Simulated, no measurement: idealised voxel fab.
The following is a process module called voxel self aligned contacts.
The figure presents cross-section cut, which has a width of 215 nm and is divided into square cells with an edge length of 5 nm.
Notation: cross-section as square-cell grid; stated in bands, top first, going down; one or more cell rows per band.
The entry gives the band's vertical extent as a top height and a bottom height in nm, then its horizontal make-up as materials from left to right, each with a width in nm. "empty" stands for empty space; a single material marked "everywhere" fills the band edge to edge.
The level at which height equals 0 is the one under which the wafer, as it arrives, is entirely one material. No lower edge exists for the bottom band, which continues downward and is notated as in "0 -> down".
Quick explanation for "30 to 40": the width changes in equal steps down the rows of cells, from the first number in the band's top row to the second number in its bottom row.
"no modifications", as given for a step, is the statement that not any cell of the cross-section underwent a change during that step.
Enclosed voids (no open way to top), threshold 8 cells or more, entry "Completely sealed voids", notation width x height at distance, distance from left edge, nm.
Heads up: the bit after the settings on a step's line is the simulator's remark on that step.
overlay nm, on a step with a mask: how far to the right of its planned place the mask lay; to the left if negative
# Here's what the planned process steps look like
1,RECEIVE (material Si)
2,CONFORMAL_DEP (material SiO2; thk nm 5)
3,DIRECTIONAL_DEP (material polySi; thk nm 30)
4,DIRECTIONAL_DEP (material SiN; thk nm 15)
5,DIRECTIONAL_DEP (material aC; thk nm 15)
6,PATTERN (tone cover; mask id GATE; material resist; width nm 35; pitch nm 60; thk nm 30; overlay nm 0)
7,DIRECTIONAL_ETCH (etch materials aC; depth nm 15)
8,STRIP (etch materials resist)
9,DIRECTIONAL_ETCH (etch materials SiN; depth nm 15)
10,DIRECTIONAL_ETCH (etch materials polySi; depth nm 30)
11,STRIP (etch materials aC)
12,CONFORMAL_DEP (material SiN; thk nm 5)
13,DIRECTIONAL_ETCH (etch materials SiN; depth nm 5)
14,FILL_DEP (material SiO2; thk nm 20)
15,CMP (height nm 60)
16,PATTERN (tone open; mask id CONTACT; material resist; width nm 45; thk nm 20; overlay nm 0)
17,DIRECTIONAL_ETCH (etch materials SiO2; depth nm 60)
18,STRIP (etch materials resist)
19,CONFORMAL_DEP (material TiN; thk nm 5)
20,FILL_DEP (material W; thk nm 5)
21,CMP (height nm 60)
22,CONFORMAL_DEP (material SiN; thk nm 5)
# Cross-sectional view of the wafer in its as-received condition, corresponding to the state after step 1
> 0 -> down = Si everywhere
> Completely sealed voids: none
# One mistake in running the module, otherwise start and plan as above: cross-section at the end
> 65 -> 60 = SiN everywhere
> 60 -> 55 = SiO2=85 | TiN=5 | W=35 | TiN=5 | SiO2=85
> 55 -> 50 = SiO2=85 | TiN=45 | SiO2=85
> 50 -> 35 = SiN=65 | SiO2=20 | TiN=5 | SiN=35 | TiN=5 | SiO2=20 | SiN=65
> 35 -> 5 = polySi=60 | SiN=5 | SiO2=20 | TiN=5 | SiN=5 | polySi=25 | SiN=5 | TiN=5 | SiO2=20 | SiN=5 | polySi=60
> 5 -> 0 = SiO2=85 | TiN=5 | SiO2=35 | TiN=5 | SiO2=85
> 0 -> down = Si everywhere
> Completely sealed voids: none
Heads up, the wafer didn't run the way we planned it: step 6 was not run as planned; what actually ran was PATTERN (tone open; mask id GATE; material resist; width nm 35; pitch nm 60; thk nm 30; overlay nm 0)
